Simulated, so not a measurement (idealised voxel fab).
Name of the process module below: voxel released beams
Cross-section cut: width 165 nm, square cells of 5 nm.
Cross-section spec: square-cell grid; bands listed top down; each band is one or more rows.
Top height, bottom height, nm. Materials left to right, width each, nm. Single material + "all across" = fills band edge to edge. "blank" = empty.
A quick word on heights: they are counted from 0, and under that level the wafer as it came to us is one material throughout. The lowest band is different from the rest in having no bottom; it simply continues downward, written as in "from 0 down".
It should be noted that a width expressed as "30 to 40" varies in equal increments from row to row of cells within the band, taking the value of the first number at the top row and that of the second number at the bottom row.
Where the words "left unchanged" appear for a step, the cross-section shows no cell changed by that step; every cell remained as before.
"Catalogued sealed voids" enumerates empty spaces isolated from the top, with no open way to it, that contain at least 8 cells, giving each as width x height at distance from the left edge, all three in nm.
What comes after the settings on a step's line is commentary from the simulator itself on that step.
Among the settings permitted on a step's line is "overlay nm"; applied to a step with a mask, it specifies the extent to which the mask lay to the right of its planned position, whereas a negative figure signifies a position to the left.

[plan]
1 RECEIVE | material Si
2 CONFORMAL_DEP | material Al2O3 | thk nm 5
3 DIRECTIONAL_DEP | material SiO2 | thk nm 20
4 PATTERN | tone open | mask id ANCHOR | material resist | width nm 35 | thk nm 15 | overlay nm 0
5 DIRECTIONAL_ETCH | etch materials SiO2 | depth nm 20
6 STRIP | etch materials resist
7 CONFORMAL_DEP | material W | thk nm 10
8 DIRECTIONAL_DEP | material aC | thk nm 10
9 PATTERN | tone cover | mask id BEAM | material resist | width nm 120 | thk nm 30 | overlay nm 0
10 DIRECTIONAL_ETCH | etch materials aC | depth nm 10
11 STRIP | etch materials resist
12 DIRECTIONAL_ETCH | etch materials W | depth nm 10
13 STRIP | etch materials aC
14 STRIP | etch materials SiO2

[The first of the two wafers, which ran as planned]

[Wafer cross-section on receipt, i.e. after step 1]
	from 0 down | Si all across
	Catalogued sealed voids: none

[after step 2]
	from 5 to 0 | Al2O3 all across
	Under 0: no change, same as before.

[after step 3]
	from 25 to 5 | SiO2 all across
	Under 5: no change, same as before.

[after step 4]
	from 40 to 25 | resist: 25  blank: 35  resist: 105
	Under 25: no change, same as before.

[after step 5]
	from 40 to 25 | resist: 25  blank: 35  resist: 105
	from 25 to 5 | SiO2: 25  blank: 35  SiO2: 105
	Under 5: no change, same as before.

[after step 6]
	from 25 to 5 | SiO2: 25  blank: 35  SiO2: 105
	Under 5: no change, same as before.

[after step 7]
	from 35 to 25 | W: 35  blank: 15  W: 115
	from 25 to 15 | SiO2: 25  W: 10  blank: 15  W: 10  SiO2: 105
	from 15 to 5 | SiO2: 25  W: 35  SiO2: 105
	Under 5: no change, same as before.

[after step 8]
	from 45 to 35 | aC: 35  blank: 15  aC: 115
	from 35 to 25 | W: 35  blank: 15  W: 115
	from 25 to 15 | SiO2: 25  W: 10  aC: 15  W: 10  SiO2: 105
	Under 15: no change, same as before.

[after step 9]
	from 75 to 45 | blank: 20  resist: 120  blank: 25
	from 45 to 35 | aC: 35  resist: 15  aC: 115
	from 35 to 25 | W: 35  resist: 15  W: 115
	Under 25: no change, same as before.

[after step 10]
	from 65 to 45 | blank: 20  resist: 120  blank: 25
	from 45 to 35 | blank: 20  aC: 15  resist: 15  aC: 90  blank: 25
	Under 35: no change, same as before.

[after step 11]
	from 45 to 35 | blank: 20  aC: 15  blank: 15  aC: 90  blank: 25
	from 35 to 25 | W: 35  blank: 15  W: 115
	Under 25: no change, same as before.

[after step 12]
	from 45 to 35 | blank: 20  aC: 15  blank: 15  aC: 90  blank: 25
	from 35 to 25 | blank: 20  W: 15  blank: 15  W: 90  blank: 25
	Under 25: no change, same as before.

[after step 13]
	from 35 to 25 | blank: 20  W: 15  blank: 15  W: 90  blank: 25
	from 25 to 15 | SiO2: 25  W: 10  blank: 15  W: 10  SiO2: 105
	Under 15: no change, same as before.

[after step 14]
	from 35 to 25 | blank: 20  W: 15  blank: 15  W: 90  blank: 25
	from 25 to 15 | blank: 25  W: 10  blank: 15  W: 10  blank: 105
	from 15 to 5 | blank: 25  W: 35  blank: 105
	Under 5: no change, same as before.

[Second wafer. Start and plan as for the first. One mistake made in running. Agrees with the first up to and including step 3]

[The second wafer cut through, at the time step 4 was supposed to be finished]
	from 40 to 25 | resist: 20  blank: 45  resist: 100
	Under 25: no change, same as before.

[The second wafer cut through, at the time step 5 was supposed to be finished]
	from 40 to 25 | resist: 20  blank: 45  resist: 100
	from 25 to 5 | SiO2: 20  blank: 45  SiO2: 100
	Under 5: no change, same as before.

[The second wafer cut through, at the time step 6 was supposed to be finished]
	from 25 to 5 | SiO2: 20  blank: 45  SiO2: 100
	Under 5: no change, same as before.

[The second wafer cut through, at the time step 7 was supposed to be finished]
	from 35 to 25 | W: 30  blank: 25  W: 110
	from 25 to 15 | SiO2: 20  W: 10  blank: 25  W: 10  SiO2: 100
	from 15 to 5 | SiO2: 20  W: 45  SiO2: 100
	Under 5: no change, same as before.

[The second wafer cut through, at the time step 8 was supposed to be finished]
	from 45 to 35 | aC: 30  blank: 25  aC: 110
	from 35 to 25 | W: 30  blank: 25  W: 110
	from 25 to 15 | SiO2: 20  W: 10  aC: 25  W: 10  SiO2: 100
	Under 15: no change, same as before.

[The second wafer cut through, at the time step 9 was supposed to be finished]
	from 75 to 45 | blank: 20  resist: 120  blank: 25
	from 45 to 35 | aC: 30  resist: 25  aC: 110
	from 35 to 25 | W: 30  resist: 25  W: 110
	Under 25: no change, same as before.

[The second wafer cut through, at the time step 10 was supposed to be finished]
	from 65 to 45 | blank: 20  resist: 120  blank: 25
	from 45 to 35 | blank: 20  aC: 10  resist: 25  aC: 85  blank: 25
	Under 35: no change, same as before.

[The second wafer cut through, at the time step 11 was supposed to be finished]
	from 45 to 35 | blank: 20  aC: 10  blank: 25  aC: 85  blank: 25
	from 35 to 25 | W: 30  blank: 25  W: 110
	Under 25: no change, same as before.

[The second wafer cut through, at the time step 12 was supposed to be finished]
	from 45 to 35 | blank: 20  aC: 10  blank: 25  aC: 85  blank: 25
	from 35 to 25 | blank: 20  W: 10  blank: 25  W: 85  blank: 25
	Under 25: no change, same as before.

[The second wafer cut through, at the time step 13 was supposed to be finished]
	from 35 to 25 | blank: 20  W: 10  blank: 25  W: 85  blank: 25
	from 25 to 15 | SiO2: 20  W: 10  blank: 25  W: 10  SiO2: 100
	Under 15: no change, same as before.

[The second wafer cut through, at the time step 14 was supposed to be finished]
	from 35 to 25 | blank: 20  W: 10  blank: 25  W: 85  blank: 25
	from 25 to 15 | blank: 20  W: 10  blank: 25  W: 10  blank: 100
	from 15 to 5 | blank: 20  W: 45  blank: 100
	Under 5: no change, same as before.
Plan not followed: contrary to plan, step 4 was performed as PATTERN | tone open | mask id ANCHOR | material resist | width nm 45 | thk nm 15 | overlay nm 0
The concluding comparison shows that, measured in cells, each material is equally abundant on both wafers, albeit at different positions.
